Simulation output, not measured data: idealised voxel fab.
process module | voxel gate over fins
cross-section cut | 150 nm wide | cells 5 nm
A cross-section is a grid of square cells, given in bands from the top down. A band is one or more rows of cells.
Each band's line starts with the height of the band's top and of its bottom, in nm. Then come its materials from left to right, each with its width in nm. One material with "throughout" fills the band from edge to edge. "air" is empty space.
Height 0 is the level under which the wafer as received is all one material. The lowest band goes on downwards, as in "0 down".
A width such as "30 to 40" changes by the same amount from each row of cells to the next, from the band's top row to its bottom row.
"no change" after a step means that no cell of the cross-section changed.
closed voids: empty space of 8 cells or more with no open way to the top, each as width x height at its distance from the left edge, in nm
after a step's settings: what the simulator itself notes on the step
overlay nm, on a step with a mask: how far to the right of its planned place the mask lay; to the left if negative
plan
1 op RECEIVE | material Si
2 op CONFORMAL_DEP | material SiN | thk nm 10
3 op DIRECTIONAL_DEP | material aC | thk nm 10
4 op PATTERN | tone cover | mask id FINS | material resist | width nm 15 | pitch nm 35 | thk nm 25 | overlay nm 0
5 op DIRECTIONAL_ETCH | etch materials aC | depth nm 10
6 op STRIP | etch materials resist
7 op DIRECTIONAL_ETCH | etch materials SiN | depth nm 10
8 op DIRECTIONAL_ETCH | etch materials Si | depth nm 35
9 op STRIP | etch materials aC
10 op FILL_DEP | material SiO2 | thk nm 10
11 op CMP | height nm 10
12 op SELECTIVE_ETCH | etch materials SiO2 | depth nm 20
13 op STRIP | etch materials SiN
14 op CONFORMAL_DEP | material HfO2 | thk nm 5
15 op CONFORMAL_DEP | material TiN | thk nm 5
16 op FILL_DEP | material W | thk nm 15
17 op CMP | height nm 20
18 op CONFORMAL_DEP | material SiCN | thk nm 5
as received, after step 1
  0 down: Si throughout
  closed voids: none
first wafer at the end, as planned
  25 to 20: SiCN throughout
  20 to 10: W throughout
  10 to 5: W 5 | TiN 140 | W 5
  5 to 0: W 5 | TiN 5 | HfO2 25 | TiN 10 | HfO2 25 | TiN 10 | HfO2 25 | TiN 10 | HfO2 25 | TiN 5 | W 5
  0 to -5: TiN 10 | HfO2 5 | Si 15 | HfO2 5 | TiN 10 | HfO2 5 | Si 15 | HfO2 5 | TiN 10 | HfO2 5 | Si 15 | HfO2 5 | TiN 10 | HfO2 5 | Si 15 | HfO2 5 | TiN 10
  -5 to -10: HfO2 15 | Si 15 | HfO2 20 | Si 15 | HfO2 20 | Si 15 | HfO2 20 | Si 15 | HfO2 15
  -10 to -35: SiO2 15 | Si 15 | SiO2 20 | Si 15 | SiO2 20 | Si 15 | SiO2 20 | Si 15 | SiO2 15
  -35 down: Si throughout
  closed voids: none
second wafer at the end: like start, like plan, one mistake
  25 to 20: aC throughout
  20 to 10: W throughout
  10 to 5: W 5 | TiN 140 | W 5
  5 to 0: W 5 | TiN 5 | HfO2 25 | TiN 10 | HfO2 25 | TiN 10 | HfO2 25 | TiN 10 | HfO2 25 | TiN 5 | W 5
  0 to -5: TiN 10 | HfO2 5 | Si 15 | HfO2 5 | TiN 10 | HfO2 5 | Si 15 | HfO2 5 | TiN 10 | HfO2 5 | Si 15 | HfO2 5 | TiN 10 | HfO2 5 | Si 15 | HfO2 5 | TiN 10
  -5 to -10: HfO2 15 | Si 15 | HfO2 20 | Si 15 | HfO2 20 | Si 15 | HfO2 20 | Si 15 | HfO2 15
  -10 to -35: SiO2 15 | Si 15 | SiO2 20 | Si 15 | SiO2 20 | Si 15 | SiO2 20 | Si 15 | SiO2 15
  -35 down: Si throughout
  closed voids: none
what went wrong: step 18 ran as: op CONFORMAL_DEP | material aC | thk nm 5
at the end the second wafer has, in cells: 30 fewer of SiCN | 30 more of aC
